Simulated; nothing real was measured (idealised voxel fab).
process module | voxel capacitor over wiring
cross-section cut | 245 nm wide | cells 5 nm
A cross-section is a grid of square cells, given in bands from the top down. A band is one or more rows of cells.
Each band's line starts with the height of the band's top and of its bottom, in nm. Then come its materials from left to right, each with its width in nm. One material with "throughout" fills the band from edge to edge. "air" is empty space.
Height 0 is the level under which the wafer as received is all one material. The lowest band goes on downwards, as in "0 down".
A width such as "30 to 40" changes by the same amount from each row of cells to the next, from the band's top row to its bottom row.
"no change" after a step means that no cell of the cross-section changed.
closed voids: empty space of 8 cells or more with no open way to the top, each as width x height at its distance from the left edge, in nm
after a step's settings: what the simulator itself notes on the step
overlay nm, on a step with a mask: how far to the right of its planned place the mask lay; to the left if negative
plan
1 op RECEIVE | material Si
2 op CONFORMAL_DEP | material SiO2 | thk nm 15
3 op DIRECTIONAL_DEP | material TiN | thk nm 5
4 op DIRECTIONAL_DEP | material Ru | thk nm 25
5 op PATTERN | tone cover | mask id METAL_1 | material resist | width nm 20 | pitch nm 75 | thk nm 20 | overlay nm 0
6 op DIRECTIONAL_ETCH | etch materials Ru | depth nm 25
7 op DIRECTIONAL_ETCH | etch materials TiN | depth nm 5
8 op STRIP | etch materials resist
9 op CONFORMAL_DEP | material SiCN | thk nm 5
10 op FILL_DEP | material SiO2 | thk nm 5
11 op CMP | height nm 45
12 op CONFORMAL_DEP | material SiCN | thk nm 5
13 op DIRECTIONAL_DEP | material lowk | thk nm 20
14 op MASKED_ETCH | tone open | mask id PLUG_1 | width nm 15 | etch materials lowk | depth nm 20 | overlay nm 0
15 op MASKED_ETCH | tone open | mask id PLUG_1 | width nm 15 | etch materials SiCN | depth nm 5 | overlay nm 0
16 op CONFORMAL_DEP | material TiN | thk nm 5
17 op FILL_DEP | material W | thk nm 10
18 op CMP | height nm 70
19 op DIRECTIONAL_DEP | material TiN | thk nm 5
20 op DIRECTIONAL_DEP | material SiN | thk nm 5
21 op DIRECTIONAL_DEP | material TiN | thk nm 10
22 op DIRECTIONAL_DEP | material aC | thk nm 10
23 op PATTERN | tone cover | mask id UPPER_PLATE | material resist | width nm 60 | thk nm 25 | overlay nm 0
24 op DIRECTIONAL_ETCH | etch materials aC | depth nm 10
25 op STRIP | etch materials resist
26 op DIRECTIONAL_ETCH | etch materials TiN | depth nm 10
27 op DIRECTIONAL_ETCH | etch materials SiN | depth nm 5
28 op STRIP | etch materials aC
29 op PATTERN | tone cover | mask id LOWER_PLATE | material resist | width nm 70 | thk nm 15 | overlay nm 0
30 op DIRECTIONAL_ETCH | etch materials TiN | depth nm 5
31 op STRIP | etch materials resist
32 op FILL_DEP | material SiO2 | thk nm 20
33 op CMP | height nm 105
34 op PATTERN | tone open | mask id PLUG_2 | material resist | width nm 15 | thk nm 20 | overlay nm 0
35 op DIRECTIONAL_ETCH | etch materials SiO2 | depth nm 15
36 op STRIP | etch materials resist
37 op CONFORMAL_DEP | material TiN | thk nm 5
38 op FILL_DEP | material Ru | thk nm 10
39 op CMP | height nm 105
40 op CONFORMAL_DEP | material SiN | thk nm 5
as received, after step 1
  0 down: Si throughout
  closed voids: none
a wafer at the end: this start, this plan, one mistake
  110 to 105: SiN throughout
  105 to 95: SiO2 90 | TiN 5 | Ru 5 | TiN 5 | SiO2 140
  95 to 90: SiO2 90 | TiN 15 | SiO2 140
  90 to 80: SiO2 80 | TiN 60 | SiO2 105
  80 to 75: SiO2 80 | SiN 60 | SiO2 105
  75 to 70: SiO2 75 | TiN 70 | SiO2 100
  70 to 50: lowk 80 | TiN 5 | W 5 | TiN 5 | lowk 150
  50 to 45: SiCN 80 | TiN 15 | SiCN 150
  45 to 30: SiO2 70 | SiCN 5 | Ru 20 | SiCN 5 | SiO2 45 | SiCN 5 | Ru 20 | SiCN 5 | SiO2 70
  30 to 25: SiCN 75 | TiN 20 | SiCN 55 | TiN 20 | SiCN 75
  25 to 15: TiN throughout
  15 to 0: SiO2 throughout
  0 down: Si throughout
  closed voids: none
what went wrong: step 3 ran as: op DIRECTIONAL_DEP | material TiN | thk nm 15
